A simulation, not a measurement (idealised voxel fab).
process module | voxel self aligned vias
cross-section cut | 185 nm wide | cells 5 nm
A cross-section is a grid of square cells, given in bands from the top down. A band is one or more rows of cells.
Each band's line starts with the height of the band's top and of its bottom, in nm. Then come its materials from left to right, each with its width in nm. One material with "throughout" fills the band from edge to edge. "air" is empty space.
Height 0 is the level under which the wafer as received is all one material. The lowest band goes on downwards, as in "0 down".
A width such as "30 to 40" changes by the same amount from each row of cells to the next, from the band's top row to its bottom row.
"no change" after a step means that no cell of the cross-section changed.
closed voids: empty space of 8 cells or more with no open way to the top, each as width x height at its distance from the left edge, in nm
after a step's settings: what the simulator itself notes on the step
overlay nm, on a step with a mask: how far to the right of its planned place the mask lay; to the left if negative
Each pair below shows a cross-section before one step and the cross-section after it, down to the lowest band that changed. The line under each pair gives the step between them, with its settings. The pairs can come from different runs of this module on the same starting wafer, so a pair continues from the pair above only where its "before" says so.
before
  0 down: Si throughout
  closed voids: none
after
  15 to 0: SiO2 throughout
  below 0: unchanged
  closed voids: none
the step between: op CONFORMAL_DEP | material SiO2 | thk nm 15
before: the cross-section after the pair above
after
  20 to 15: SiCN throughout
  below 15: unchanged
  closed voids: none
the step between: op CONFORMAL_DEP | material SiCN | thk nm 5
before: the cross-section after the pair above
after
  50 to 20: lowk throughout
  below 20: unchanged
  closed voids: none
the step between: op DIRECTIONAL_DEP | material lowk | thk nm 30
before: the cross-section after the pair above
after
  60 to 50: aC throughout
  below 50: unchanged
  closed voids: none
the step between: op DIRECTIONAL_DEP | material aC | thk nm 10
before: the cross-section after the pair above
after
  90 to 60: resist 25 | air 25 | resist 30 | air 25 | resist 30 | air 25 | resist 25
  below 60: unchanged
  closed voids: none
the step between: op PATTERN | tone open | mask id LINES | material resist | width nm 25 | pitch nm 55 | thk nm 30 | overlay nm 0
before: the cross-section after the pair above
after
  80 to 60: resist 25 | air 25 | resist 30 | air 25 | resist 30 | air 25 | resist 25
  60 to 50: aC 25 | air 25 | aC 30 | air 25 | aC 30 | air 25 | aC 25
  below 50: unchanged
  closed voids: none
the step between: op DIRECTIONAL_ETCH | etch materials aC | depth nm 10
before: the cross-section after the pair above
after
  60 to 50: aC 25 | air 25 | aC 30 | air 25 | aC 30 | air 25 | aC 25
  below 50: unchanged
  closed voids: none
the step between: op STRIP | etch materials resist
before: the cross-section after the pair above
after
  60 to 50: aC 25 | air 25 | aC 30 | air 25 | aC 30 | air 25 | aC 25
  50 to 20: lowk 25 | air 25 | lowk 30 | air 25 | lowk 30 | air 25 | lowk 25
  below 20: unchanged
  closed voids: none
the step between: op DIRECTIONAL_ETCH | etch materials lowk | depth nm 30
before: the cross-section after the pair above
after
  50 to 20: lowk 25 | air 25 | lowk 30 | air 25 | lowk 30 | air 25 | lowk 25
  below 20: unchanged
  closed voids: none
the step between: op STRIP | etch materials aC
before: the cross-section after the pair above
after
  55 to 50: TiN 30 | air 15 | TiN 40 | air 15 | TiN 40 | air 15 | TiN 30
  50 to 25: lowk 25 | TiN 5 | air 15 | TiN 5 | lowk 30 | TiN 5 | air 15 | TiN 5 | lowk 30 | TiN 5 | air 15 | TiN 5 | lowk 25
  25 to 20: lowk 25 | TiN 25 | lowk 30 | TiN 25 | lowk 30 | TiN 25 | lowk 25
  below 20: unchanged
  closed voids: none
the step between: op CONFORMAL_DEP | material TiN | thk nm 5
before: the cross-section after the pair above
after
  60 to 55: Ru throughout
  55 to 50: TiN 30 | Ru 15 | TiN 40 | Ru 15 | TiN 40 | Ru 15 | TiN 30
  50 to 25: lowk 25 | TiN 5 | Ru 15 | TiN 5 | lowk 30 | TiN 5 | Ru 15 | TiN 5 | lowk 30 | TiN 5 | Ru 15 | TiN 5 | lowk 25
  below 25: unchanged
  closed voids: none
the step between: op FILL_DEP | material Ru | thk nm 5
before: the cross-section after the pair above
after
  50 to 25: lowk 25 | TiN 5 | Ru 15 | TiN 5 | lowk 30 | TiN 5 | Ru 15 | TiN 5 | lowk 30 | TiN 5 | Ru 15 | TiN 5 | lowk 25
  below 25: unchanged
  closed voids: none
the step between: op CMP | height nm 50
before: the cross-section after the pair above
after
  50 to 45: lowk 25 | air 25 | lowk 30 | air 25 | lowk 30 | air 25 | lowk 25
  below 45: unchanged
  closed voids: none
the step between: op SELECTIVE_ETCH | etch materials W Ru TiN | depth nm 5
before: the cross-section after the pair above
after
  60 to 50: SiN throughout
  50 to 45: lowk 25 | SiN 25 | lowk 30 | SiN 25 | lowk 30 | SiN 25 | lowk 25
  below 45: unchanged
  closed voids: none
the step between: op FILL_DEP | material SiN | thk nm 10
before: the cross-section after the pair above
after
  50 to 45: lowk 25 | SiN 25 | lowk 30 | SiN 25 | lowk 30 | SiN 25 | lowk 25
  below 45: unchanged
  closed voids: none
the step between: op CMP | height nm 50
before: the cross-section after the pair above
after
  65 to 50: lowk throughout
  below 50: unchanged
  closed voids: none
the step between: op DIRECTIONAL_DEP | material lowk | thk nm 15
before: the cross-section after the pair above
after
  80 to 65: resist 20 | air 35 | resist 20 | air 35 | resist 20 | air 35 | resist 20
  below 65: unchanged
  closed voids: none
the step between: op PATTERN | tone open | mask id VIAS | material resist | width nm 35 | pitch nm 55 | thk nm 15 | overlay nm 0
before: the cross-section after the pair above
after
  80 to 65: resist 20 | air 35 | resist 20 | air 35 | resist 20 | air 35 | resist 20
  65 to 50: lowk 20 | air 35 | lowk 20 | air 35 | lowk 20 | air 35 | lowk 20
  below 50: unchanged
  closed voids: none
the step between: op DIRECTIONAL_ETCH | etch materials lowk | depth nm 15
before: the cross-section after the pair above
after
  80 to 65: resist 20 | air 35 | resist 20 | air 35 | resist 20 | air 35 | resist 20
  65 to 50: lowk 20 | air 35 | lowk 20 | air 35 | lowk 20 | air 35 | lowk 20
  50 to 45: lowk 25 | air 25 | lowk 30 | air 25 | lowk 30 | air 25 | lowk 25
  below 45: unchanged
  closed voids: none
the step between: op DIRECTIONAL_ETCH | etch materials SiN | depth nm 5
before: the cross-section after the pair above
after
  65 to 50: lowk 20 | air 35 | lowk 20 | air 35 | lowk 20 | air 35 | lowk 20
  below 50: unchanged
  closed voids: none
the step between: op STRIP | etch materials resist
before: the cross-section after the pair above
after
  70 to 65: TiN 25 | air 25 | TiN 30 | air 25 | TiN 30 | air 25 | TiN 25
  65 to 55: lowk 20 | TiN 5 | air 25 | TiN 5 | lowk 20 | TiN 5 | air 25 | TiN 5 | lowk 20 | TiN 5 | air 25 | TiN 5 | lowk 20
  55 to 50: lowk 20 | TiN 10 | air 15 | TiN 10 | lowk 20 | TiN 10 | air 15 | TiN 10 | lowk 20 | TiN 10 | air 15 | TiN 10 | lowk 20
  50 to 45: lowk 25 | TiN 25 | lowk 30 | TiN 25 | lowk 30 | TiN 25 | lowk 25
  below 45: unchanged
  closed voids: none
the step between: op CONFORMAL_DEP | material TiN | thk nm 5
before: the cross-section after the pair above
after
  80 to 70: W throughout
  70 to 65: TiN 25 | W 25 | TiN 30 | W 25 | TiN 30 | W 25 | TiN 25
  65 to 55: lowk 20 | TiN 5 | W 25 | TiN 5 | lowk 20 | TiN 5 | W 25 | TiN 5 | lowk 20 | TiN 5 | W 25 | TiN 5 | lowk 20
  55 to 50: lowk 20 | TiN 10 | W 15 | TiN 10 | lowk 20 | TiN 10 | W 15 | TiN 10 | lowk 20 | TiN 10 | W 15 | TiN 10 | lowk 20
  below 50: unchanged
  closed voids: none
the step between: op FILL_DEP | material W | thk nm 10
before: the cross-section after the pair above
after
  65 to 55: lowk 20 | TiN 5 | W 25 | TiN 5 | lowk 20 | TiN 5 | W 25 | TiN 5 | lowk 20 | TiN 5 | W 25 | TiN 5 | lowk 20
  below 55: unchanged
  closed voids: none
the step between: op CMP | height nm 65
before: the cross-section after the pair above
after
  70 to 65: SiCN throughout
  below 65: unchanged
  closed voids: none
the step between: op CONFORMAL_DEP | material SiCN | thk nm 5
before
  80 to 70: W throughout
  70 to 65: TiN 25 | W 25 | TiN 30 | W 25 | TiN 30 | W 25 | TiN 25
  65 to 55: lowk 20 | TiN 5 | W 25 | TiN 5 | lowk 20 | TiN 5 | W 25 | TiN 5 | lowk 20 | TiN 5 | W 25 | TiN 5 | lowk 20
  55 to 50: lowk 20 | TiN 10 | W 15 | TiN 10 | lowk 20 | TiN 10 | W 15 | TiN 10 | lowk 20 | TiN 10 | W 15 | TiN 10 | lowk 20
  50 to 45: lowk 25 | TiN 25 | lowk 30 | TiN 25 | lowk 30 | TiN 25 | lowk 25
  45 to 25: lowk 25 | TiN 5 | Ru 15 | TiN 5 | lowk 30 | TiN 5 | Ru 15 | TiN 5 | lowk 30 | TiN 5 | Ru 15 | TiN 5 | lowk 25
  25 to 20: lowk 25 | TiN 25 | lowk 30 | TiN 25 | lowk 30 | TiN 25 | lowk 25
  20 to 15: SiCN throughout
  15 to 0: SiO2 throughout
  0 down: Si throughout
  closed voids: none
after
  85 to 80: SiCN throughout
  below 80: unchanged
  closed voids: none
the step between: op CONFORMAL_DEP | material SiCN | thk nm 5
before
  15 to 0: SiO2 throughout
  0 down: Si throughout
  closed voids: none
after
  30 to 0: SiO2 throughout
  below 0: unchanged
  closed voids: none
the step between: op CONFORMAL_DEP | material SiO2 | thk nm 15
before: the cross-section after the pair above
after
  35 to 30: SiCN throughout
  below 30: unchanged
  closed voids: none
the step between: op CONFORMAL_DEP | material SiCN | thk nm 5
before: the cross-section after the pair above
after
  65 to 35: lowk throughout
  below 35: unchanged
  closed voids: none
the step between: op DIRECTIONAL_DEP | material lowk | thk nm 30
before: the cross-section after the pair above
after
  75 to 65: aC throughout
  below 65: unchanged
  closed voids: none
the step between: op DIRECTIONAL_DEP | material aC | thk nm 10
before: the cross-section after the pair above
after
  105 to 75: resist 25 | air 25 | resist 30 | air 25 | resist 30 | air 25 | resist 25
  below 75: unchanged
  closed voids: none
the step between: op PATTERN | tone open | mask id LINES | material resist | width nm 25 | pitch nm 55 | thk nm 30 | overlay nm 0
before: the cross-section after the pair above
after
  95 to 75: resist 25 | air 25 | resist 30 | air 25 | resist 30 | air 25 | resist 25
  75 to 65: aC 25 | air 25 | aC 30 | air 25 | aC 30 | air 25 | aC 25
  below 65: unchanged
  closed voids: none
the step between: op DIRECTIONAL_ETCH | etch materials aC | depth nm 10
before: the cross-section after the pair above
after
  75 to 65: aC 25 | air 25 | aC 30 | air 25 | aC 30 | air 25 | aC 25
  below 65: unchanged
  closed voids: none
the step between: op STRIP | etch materials resist
before: the cross-section after the pair above
after
  75 to 65: aC 25 | air 25 | aC 30 | air 25 | aC 30 | air 25 | aC 25
  65 to 35: lowk 25 | air 25 | lowk 30 | air 25 | lowk 30 | air 25 | lowk 25
  below 35: unchanged
  closed voids: none
the step between: op DIRECTIONAL_ETCH | etch materials lowk | depth nm 30
before: the cross-section after the pair above
after
  65 to 35: lowk 25 | air 25 | lowk 30 | air 25 | lowk 30 | air 25 | lowk 25
  below 35: unchanged
  closed voids: none
the step between: op STRIP | etch materials aC
before: the cross-section after the pair above
after
  70 to 65: TiN 30 | air 15 | TiN 40 | air 15 | TiN 40 | air 15 | TiN 30
  65 to 40: lowk 25 | TiN 5 | air 15 | TiN 5 | lowk 30 | TiN 5 | air 15 | TiN 5 | lowk 30 | TiN 5 | air 15 | TiN 5 | lowk 25
  40 to 35: lowk 25 | TiN 25 | lowk 30 | TiN 25 | lowk 30 | TiN 25 | lowk 25
  below 35: unchanged
  closed voids: none
the step between: op CONFORMAL_DEP | material TiN | thk nm 5
before: the cross-section after the pair above
after
  75 to 70: Ru throughout
  70 to 65: TiN 30 | Ru 15 | TiN 40 | Ru 15 | TiN 40 | Ru 15 | TiN 30
  65 to 40: lowk 25 | TiN 5 | Ru 15 | TiN 5 | lowk 30 | TiN 5 | Ru 15 | TiN 5 | lowk 30 | TiN 5 | Ru 15 | TiN 5 | lowk 25
  below 40: unchanged
  closed voids: none
the step between: op FILL_DEP | material Ru | thk nm 5
before: the cross-section after the pair above
after
  50 to 40: lowk 25 | TiN 5 | Ru 15 | TiN 5 | lowk 30 | TiN 5 | Ru 15 | TiN 5 | lowk 30 | TiN 5 | Ru 15 | TiN 5 | lowk 25
  below 40: unchanged
  closed voids: none
the step between: op CMP | height nm 50
before: the cross-section after the pair above
after
  50 to 45: lowk 25 | air 25 | lowk 30 | air 25 | lowk 30 | air 25 | lowk 25
  below 45: unchanged
  closed voids: none
the step between: op SELECTIVE_ETCH | etch materials W Ru TiN | depth nm 5
before: the cross-section after the pair above
after
  60 to 50: SiN throughout
  50 to 45: lowk 25 | SiN 25 | lowk 30 | SiN 25 | lowk 30 | SiN 25 | lowk 25
  below 45: unchanged
  closed voids: none
the step between: op FILL_DEP | material SiN | thk nm 10
before: the cross-section after the pair above
after
  50 to 45: lowk 25 | SiN 25 | lowk 30 | SiN 25 | lowk 30 | SiN 25 | lowk 25
  below 45: unchanged
  closed voids: none
the step between: op CMP | height nm 50
before: the cross-section after the pair above
after
  65 to 50: lowk throughout
  below 50: unchanged
  closed voids: none
the step between: op DIRECTIONAL_DEP | material lowk | thk nm 15
before: the cross-section after the pair above
after
  80 to 65: resist 20 | air 35 | resist 20 | air 35 | resist 20 | air 35 | resist 20
  below 65: unchanged
  closed voids: none
the step between: op PATTERN | tone open | mask id VIAS | material resist | width nm 35 | pitch nm 55 | thk nm 15 | overlay nm 0
before: the cross-section after the pair above
after
  80 to 65: resist 20 | air 35 | resist 20 | air 35 | resist 20 | air 35 | resist 20
  65 to 50: lowk 20 | air 35 | lowk 20 | air 35 | lowk 20 | air 35 | lowk 20
  below 50: unchanged
  closed voids: none
the step between: op DIRECTIONAL_ETCH | etch materials lowk | depth nm 15
before: the cross-section after the pair above
after
  80 to 65: resist 20 | air 35 | resist 20 | air 35 | resist 20 | air 35 | resist 20
  65 to 50: lowk 20 | air 35 | lowk 20 | air 35 | lowk 20 | air 35 | lowk 20
  50 to 45: lowk 25 | air 25 | lowk 30 | air 25 | lowk 30 | air 25 | lowk 25
  below 45: unchanged
  closed voids: none
the step between: op DIRECTIONAL_ETCH | etch materials SiN | depth nm 5
before: the cross-section after the pair above
after
  65 to 50: lowk 20 | air 35 | lowk 20 | air 35 | lowk 20 | air 35 | lowk 20
  below 50: unchanged
  closed voids: none
the step between: op STRIP | etch materials resist
before: the cross-section after the pair above
after
  70 to 65: TiN 25 | air 25 | TiN 30 | air 25 | TiN 30 | air 25 | TiN 25
  65 to 55: lowk 20 | TiN 5 | air 25 | TiN 5 | lowk 20 | TiN 5 | air 25 | TiN 5 | lowk 20 | TiN 5 | air 25 | TiN 5 | lowk 20
  55 to 50: lowk 20 | TiN 10 | air 15 | TiN 10 | lowk 20 | TiN 10 | air 15 | TiN 10 | lowk 20 | TiN 10 | air 15 | TiN 10 | lowk 20
  50 to 45: lowk 25 | TiN 25 | lowk 30 | TiN 25 | lowk 30 | TiN 25 | lowk 25
  below 45: unchanged
  closed voids: none
the step between: op CONFORMAL_DEP | material TiN | thk nm 5
before: the cross-section after the pair above
after
  80 to 70: W throughout
  70 to 65: TiN 25 | W 25 | TiN 30 | W 25 | TiN 30 | W 25 | TiN 25
  65 to 55: lowk 20 | TiN 5 | W 25 | TiN 5 | lowk 20 | TiN 5 | W 25 | TiN 5 | lowk 20 | TiN 5 | W 25 | TiN 5 | lowk 20
  55 to 50: lowk 20 | TiN 10 | W 15 | TiN 10 | lowk 20 | TiN 10 | W 15 | TiN 10 | lowk 20 | TiN 10 | W 15 | TiN 10 | lowk 20
  below 50: unchanged
  closed voids: none
the step between: op FILL_DEP | material W | thk nm 10
before: the cross-section after the pair above
after
  65 to 55: lowk 20 | TiN 5 | W 25 | TiN 5 | lowk 20 | TiN 5 | W 25 | TiN 5 | lowk 20 | TiN 5 | W 25 | TiN 5 | lowk 20
  below 55: unchanged
  closed voids: none
the step between: op CMP | height nm 65
before: the cross-section after the pair above
after
  70 to 65: SiCN throughout
  below 65: unchanged
  closed voids: none
the step between: op CONFORMAL_DEP | material SiCN | thk nm 5
before
  15 to 0: SiO2 throughout
  0 down: Si throughout
  closed voids: none
after
  45 to 15: lowk throughout
  below 15: unchanged
  closed voids: none
the step between: op DIRECTIONAL_DEP | material lowk | thk nm 30
before: the cross-section after the pair above
after
  50 to 45: SiCN throughout
  below 45: unchanged
  closed voids: none
the step between: op CONFORMAL_DEP | material SiCN | thk nm 5
before: the cross-section after the pair above
after
  60 to 50: aC throughout
  below 50: unchanged
  closed voids: none
the step between: op DIRECTIONAL_DEP | material aC | thk nm 10
before: the cross-section after the pair above
after
  90 to 60: resist 25 | air 25 | resist 30 | air 25 | resist 30 | air 25 | resist 25
  below 60: unchanged
  closed voids: none
the step between: op PATTERN | tone open | mask id LINES | material resist | width nm 25 | pitch nm 55 | thk nm 30 | overlay nm 0
before: the cross-section after the pair above
after
  80 to 60: resist 25 | air 25 | resist 30 | air 25 | resist 30 | air 25 | resist 25
  60 to 50: aC 25 | air 25 | aC 30 | air 25 | aC 30 | air 25 | aC 25
  below 50: unchanged
  closed voids: none
the step between: op DIRECTIONAL_ETCH | etch materials aC | depth nm 10
before: the cross-section after the pair above
after
  60 to 50: aC 25 | air 25 | aC 30 | air 25 | aC 30 | air 25 | aC 25
  below 50: unchanged
  closed voids: none
the step between: op STRIP | etch materials resist
before: the cross-section after the pair above
after
  50 to 45: SiCN throughout
  below 45: unchanged
  closed voids: none
the step between: op STRIP | etch materials aC
before: the cross-section after the pair above
after
  55 to 50: TiN throughout
  below 50: unchanged
  closed voids: none
the step between: op CONFORMAL_DEP | material TiN | thk nm 5
before: the cross-section after the pair above
after
  60 to 55: Ru throughout
  below 55: unchanged
  closed voids: none
the step between: op FILL_DEP | material Ru | thk nm 5
before: the cross-section after the pair above
after
  50 to 45: SiCN throughout
  below 45: unchanged
  closed voids: none
the step between: op CMP | height nm 50
before: the cross-section after the pair above
after
  60 to 50: SiN throughout
  below 50: unchanged
  closed voids: none
the step between: op FILL_DEP | material SiN | thk nm 10
before: the cross-section after the pair above
after
  50 to 45: SiCN throughout
  below 45: unchanged
  closed voids: none
the step between: op CMP | height nm 50
before: the cross-section after the pair above
after
  65 to 50: lowk throughout
  below 50: unchanged
  closed voids: none
the step between: op DIRECTIONAL_DEP | material lowk | thk nm 15
before: the cross-section after the pair above
after
  80 to 65: resist 20 | air 35 | resist 20 | air 35 | resist 20 | air 35 | resist 20
  below 65: unchanged
  closed voids: none
the step between: op PATTERN | tone open | mask id VIAS | material resist | width nm 35 | pitch nm 55 | thk nm 15 | overlay nm 0
before: the cross-section after the pair above
after
  80 to 65: resist 20 | air 35 | resist 20 | air 35 | resist 20 | air 35 | resist 20
  65 to 50: lowk 20 | air 35 | lowk 20 | air 35 | lowk 20 | air 35 | lowk 20
  below 50: unchanged
  closed voids: none
the step between: op DIRECTIONAL_ETCH | etch materials lowk | depth nm 15
before: the cross-section after the pair above
after
  65 to 50: lowk 20 | air 35 | lowk 20 | air 35 | lowk 20 | air 35 | lowk 20
  below 50: unchanged
  closed voids: none
the step between: op STRIP | etch materials resist
before: the cross-section after the pair above
after
  70 to 65: TiN 25 | air 25 | TiN 30 | air 25 | TiN 30 | air 25 | TiN 25
  65 to 55: lowk 20 | TiN 5 | air 25 | TiN 5 | lowk 20 | TiN 5 | air 25 | TiN 5 | lowk 20 | TiN 5 | air 25 | TiN 5 | lowk 20
  55 to 50: lowk 20 | TiN 35 | lowk 20 | TiN 35 | lowk 20 | TiN 35 | lowk 20
  below 50: unchanged
  closed voids: none
the step between: op CONFORMAL_DEP | material TiN | thk nm 5
before: the cross-section after the pair above
after
  80 to 70: W throughout
  70 to 65: TiN 25 | W 25 | TiN 30 | W 25 | TiN 30 | W 25 | TiN 25
  65 to 55: lowk 20 | TiN 5 | W 25 | TiN 5 | lowk 20 | TiN 5 | W 25 | TiN 5 | lowk 20 | TiN 5 | W 25 | TiN 5 | lowk 20
  below 55: unchanged
  closed voids: none
the step between: op FILL_DEP | material W | thk nm 10
before: the cross-section after the pair above
after
  65 to 55: lowk 20 | TiN 5 | W 25 | TiN 5 | lowk 20 | TiN 5 | W 25 | TiN 5 | lowk 20 | TiN 5 | W 25 | TiN 5 | lowk 20
  below 55: unchanged
  closed voids: none
the step between: op CMP | height nm 65
before: the cross-section after the pair above
after
  70 to 65: SiCN throughout
  below 65: unchanged
  closed voids: none
the step between: op CONFORMAL_DEP | material SiCN | thk nm 5
before
  20 to 15: SiCN throughout
  15 to 0: SiO2 throughout
  0 down: Si throughout
  closed voids: none
after
  45 to 20: lowk throughout
  below 20: unchanged
  closed voids: none
the step between: op DIRECTIONAL_DEP | material lowk | thk nm 25
before: the cross-section after the pair above
after
  55 to 45: aC throughout
  below 45: unchanged
  closed voids: none
the step between: op DIRECTIONAL_DEP | material aC | thk nm 10
before: the cross-section after the pair above
after
  85 to 55: resist 25 | air 25 | resist 30 | air 25 | resist 30 | air 25 | resist 25
  below 55: unchanged
  closed voids: none
the step between: op PATTERN | tone open | mask id LINES | material resist | width nm 25 | pitch nm 55 | thk nm 30 | overlay nm 0
before: the cross-section after the pair above
after
  75 to 55: resist 25 | air 25 | resist 30 | air 25 | resist 30 | air 25 | resist 25
  55 to 45: aC 25 | air 25 | aC 30 | air 25 | aC 30 | air 25 | aC 25
  below 45: unchanged
  closed voids: none
the step between: op DIRECTIONAL_ETCH | etch materials aC | depth nm 10
before: the cross-section after the pair above
after
  55 to 45: aC 25 | air 25 | aC 30 | air 25 | aC 30 | air 25 | aC 25
  below 45: unchanged
  closed voids: none
the step between: op STRIP | etch materials resist
before: the cross-section after the pair above
after
  55 to 45: aC 25 | air 25 | aC 30 | air 25 | aC 30 | air 25 | aC 25
  45 to 20: lowk 25 | air 25 | lowk 30 | air 25 | lowk 30 | air 25 | lowk 25
  below 20: unchanged
  closed voids: none
the step between: op DIRECTIONAL_ETCH | etch materials lowk | depth nm 30
before: the cross-section after the pair above
after
  45 to 20: lowk 25 | air 25 | lowk 30 | air 25 | lowk 30 | air 25 | lowk 25
  below 20: unchanged
  closed voids: none
the step between: op STRIP | etch materials aC
before: the cross-section after the pair above
after
  50 to 45: TiN 30 | air 15 | TiN 40 | air 15 | TiN 40 | air 15 | TiN 30
  45 to 25: lowk 25 | TiN 5 | air 15 | TiN 5 | lowk 30 | TiN 5 | air 15 | TiN 5 | lowk 30 | TiN 5 | air 15 | TiN 5 | lowk 25
  25 to 20: lowk 25 | TiN 25 | lowk 30 | TiN 25 | lowk 30 | TiN 25 | lowk 25
  below 20: unchanged
  closed voids: none
the step between: op CONFORMAL_DEP | material TiN | thk nm 5
before: the cross-section after the pair above
after
  55 to 50: Ru throughout
  50 to 45: TiN 30 | Ru 15 | TiN 40 | Ru 15 | TiN 40 | Ru 15 | TiN 30
  45 to 25: lowk 25 | TiN 5 | Ru 15 | TiN 5 | lowk 30 | TiN 5 | Ru 15 | TiN 5 | lowk 30 | TiN 5 | Ru 15 | TiN 5 | lowk 25
  below 25: unchanged
  closed voids: none
the step between: op FILL_DEP | material Ru | thk nm 5
before: the cross-section after the pair above
after
  50 to 45: TiN 30 | Ru 15 | TiN 40 | Ru 15 | TiN 40 | Ru 15 | TiN 30
  below 45: unchanged
  closed voids: none
the step between: op CMP | height nm 50
before: the cross-section after the pair above
after
  45 to 25: lowk 25 | TiN 5 | Ru 15 | TiN 5 | lowk 30 | TiN 5 | Ru 15 | TiN 5 | lowk 30 | TiN 5 | Ru 15 | TiN 5 | lowk 25
  below 25: unchanged
  closed voids: none
the step between: op SELECTIVE_ETCH | etch materials W Ru TiN | depth nm 5
before: the cross-section after the pair above
after
  55 to 45: SiN throughout
  below 45: unchanged
  closed voids: none
the step between: op FILL_DEP | material SiN | thk nm 10
before: the cross-section after the pair above
after
  50 to 45: SiN throughout
  below 45: unchanged
  closed voids: none
the step between: op CMP | height nm 50
before: the cross-section after the pair above
after
  65 to 50: lowk throughout
  below 50: unchanged
  closed voids: none
the step between: op DIRECTIONAL_DEP | material lowk | thk nm 15
before: the cross-section after the pair above
after
  80 to 65: resist 20 | air 35 | resist 20 | air 35 | resist 20 | air 35 | resist 20
  below 65: unchanged
  closed voids: none
the step between: op PATTERN | tone open | mask id VIAS | material resist | width nm 35 | pitch nm 55 | thk nm 15 | overlay nm 0
before: the cross-section after the pair above
after
  80 to 65: resist 20 | air 35 | resist 20 | air 35 | resist 20 | air 35 | resist 20
  65 to 50: lowk 20 | air 35 | lowk 20 | air 35 | lowk 20 | air 35 | lowk 20
  below 50: unchanged
  closed voids: none
the step between: op DIRECTIONAL_ETCH | etch materials lowk | depth nm 15
before: the cross-section after the pair above
after
  80 to 65: resist 20 | air 35 | resist 20 | air 35 | resist 20 | air 35 | resist 20
  65 to 50: lowk 20 | air 35 | lowk 20 | air 35 | lowk 20 | air 35 | lowk 20
  50 to 45: SiN 20 | air 35 | SiN 20 | air 35 | SiN 20 | air 35 | SiN 20
  below 45: unchanged
  closed voids: none
the step between: op DIRECTIONAL_ETCH | etch materials SiN | depth nm 5
before: the cross-section after the pair above
after
  65 to 50: lowk 20 | air 35 | lowk 20 | air 35 | lowk 20 | air 35 | lowk 20
  below 50: unchanged
  closed voids: none
the step between: op STRIP | etch materials resist
before: the cross-section after the pair above
after
  70 to 65: TiN 25 | air 25 | TiN 30 | air 25 | TiN 30 | air 25 | TiN 25
  65 to 50: lowk 20 | TiN 5 | air 25 | TiN 5 | lowk 20 | TiN 5 | air 25 | TiN 5 | lowk 20 | TiN 5 | air 25 | TiN 5 | lowk 20
  50 to 45: SiN 20 | TiN 35 | SiN 20 | TiN 35 | SiN 20 | TiN 35 | SiN 20
  below 45: unchanged
  closed voids: none
the step between: op CONFORMAL_DEP | material TiN | thk nm 5
before: the cross-section after the pair above
after
  80 to 70: W throughout
  70 to 65: TiN 25 | W 25 | TiN 30 | W 25 | TiN 30 | W 25 | TiN 25
  65 to 50: lowk 20 | TiN 5 | W 25 | TiN 5 | lowk 20 | TiN 5 | W 25 | TiN 5 | lowk 20 | TiN 5 | W 25 | TiN 5 | lowk 20
  below 50: unchanged
  closed voids: none
the step between: op FILL_DEP | material W | thk nm 10
before: the cross-section after the pair above
after
  65 to 50: lowk 20 | TiN 5 | W 25 | TiN 5 | lowk 20 | TiN 5 | W 25 | TiN 5 | lowk 20 | TiN 5 | W 25 | TiN 5 | lowk 20
  below 50: unchanged
  closed voids: none
the step between: op CMP | height nm 65
before: the cross-section after the pair above
after
  70 to 65: SiCN throughout
  below 65: unchanged
  closed voids: none
the step between: op CONFORMAL_DEP | material SiCN | thk nm 5
before
  60 to 50: aC throughout
  50 to 20: lowk throughout
  20 to 15: SiCN throughout
  15 to 0: SiO2 throughout
  0 down: Si throughout
  closed voids: none
after
  90 to 60: resist 25 | air 30 | resist 25 | air 30 | resist 25 | air 30 | resist 20
  below 60: unchanged
  closed voids: none
the step between: op PATTERN | tone open | mask id LINES | material resist | width nm 30 | pitch nm 55 | thk nm 30 | overlay nm 0
before: the cross-section after the pair above
after
  80 to 60: resist 25 | air 30 | resist 25 | air 30 | resist 25 | air 30 | resist 20
  60 to 50: aC 25 | air 30 | aC 25 | air 30 | aC 25 | air 30 | aC 20
  below 50: unchanged
  closed voids: none
the step between: op DIRECTIONAL_ETCH | etch materials aC | depth nm 10
before: the cross-section after the pair above
after
  60 to 50: aC 25 | air 30 | aC 25 | air 30 | aC 25 | air 30 | aC 20
  below 50: unchanged
  closed voids: none
the step between: op STRIP | etch materials resist
before: the cross-section after the pair above
after
  60 to 50: aC 25 | air 30 | aC 25 | air 30 | aC 25 | air 30 | aC 20
  50 to 20: lowk 25 | air 30 | lowk 25 | air 30 | lowk 25 | air 30 | lowk 20
  below 20: unchanged
  closed voids: none
the step between: op DIRECTIONAL_ETCH | etch materials lowk | depth nm 30
before: the cross-section after the pair above
after
  50 to 20: lowk 25 | air 30 | lowk 25 | air 30 | lowk 25 | air 30 | lowk 20
  below 20: unchanged
  closed voids: none
the step between: op STRIP | etch materials aC
before: the cross-section after the pair above
after
  55 to 50: TiN 30 | air 20 | TiN 35 | air 20 | TiN 35 | air 20 | TiN 25
  50 to 25: lowk 25 | TiN 5 | air 20 | TiN 5 | lowk 25 | TiN 5 | air 20 | TiN 5 | lowk 25 | TiN 5 | air 20 | TiN 5 | lowk 20
  25 to 20: lowk 25 | TiN 30 | lowk 25 | TiN 30 | lowk 25 | TiN 30 | lowk 20
  below 20: unchanged
  closed voids: none
the step between: op CONFORMAL_DEP | material TiN | thk nm 5
before: the cross-section after the pair above
after
  60 to 55: Ru throughout
  55 to 50: TiN 30 | Ru 20 | TiN 35 | Ru 20 | TiN 35 | Ru 20 | TiN 25
  50 to 25: lowk 25 | TiN 5 | Ru 20 | TiN 5 | lowk 25 | TiN 5 | Ru 20 | TiN 5 | lowk 25 | TiN 5 | Ru 20 | TiN 5 | lowk 20
  below 25: unchanged
  closed voids: none
the step between: op FILL_DEP | material Ru | thk nm 5
before: the cross-section after the pair above
after
  50 to 25: lowk 25 | TiN 5 | Ru 20 | TiN 5 | lowk 25 | TiN 5 | Ru 20 | TiN 5 | lowk 25 | TiN 5 | Ru 20 | TiN 5 | lowk 20
  below 25: unchanged
  closed voids: none
the step between: op CMP | height nm 50
before: the cross-section after the pair above
after
  50 to 45: lowk 25 | air 30 | lowk 25 | air 30 | lowk 25 | air 30 | lowk 20
  below 45: unchanged
  closed voids: none
the step between: op SELECTIVE_ETCH | etch materials W Ru TiN | depth nm 5
before: the cross-section after the pair above
after
  60 to 50: SiN throughout
  50 to 45: lowk 25 | SiN 30 | lowk 25 | SiN 30 | lowk 25 | SiN 30 | lowk 20
  below 45: unchanged
  closed voids: none
the step between: op FILL_DEP | material SiN | thk nm 10
before: the cross-section after the pair above
after
  50 to 45: lowk 25 | SiN 30 | lowk 25 | SiN 30 | lowk 25 | SiN 30 | lowk 20
  below 45: unchanged
  closed voids: none
the step between: op CMP | height nm 50
before: the cross-section after the pair above
after
  65 to 50: lowk throughout
  below 50: unchanged
  closed voids: none
the step between: op DIRECTIONAL_DEP | material lowk | thk nm 15
before: the cross-section after the pair above
after
  80 to 65: resist 20 | air 35 | resist 20 | air 35 | resist 20 | air 35 | resist 20
  below 65: unchanged
  closed voids: none
the step between: op PATTERN | tone open | mask id VIAS | material resist | width nm 35 | pitch nm 55 | thk nm 15 | overlay nm 0
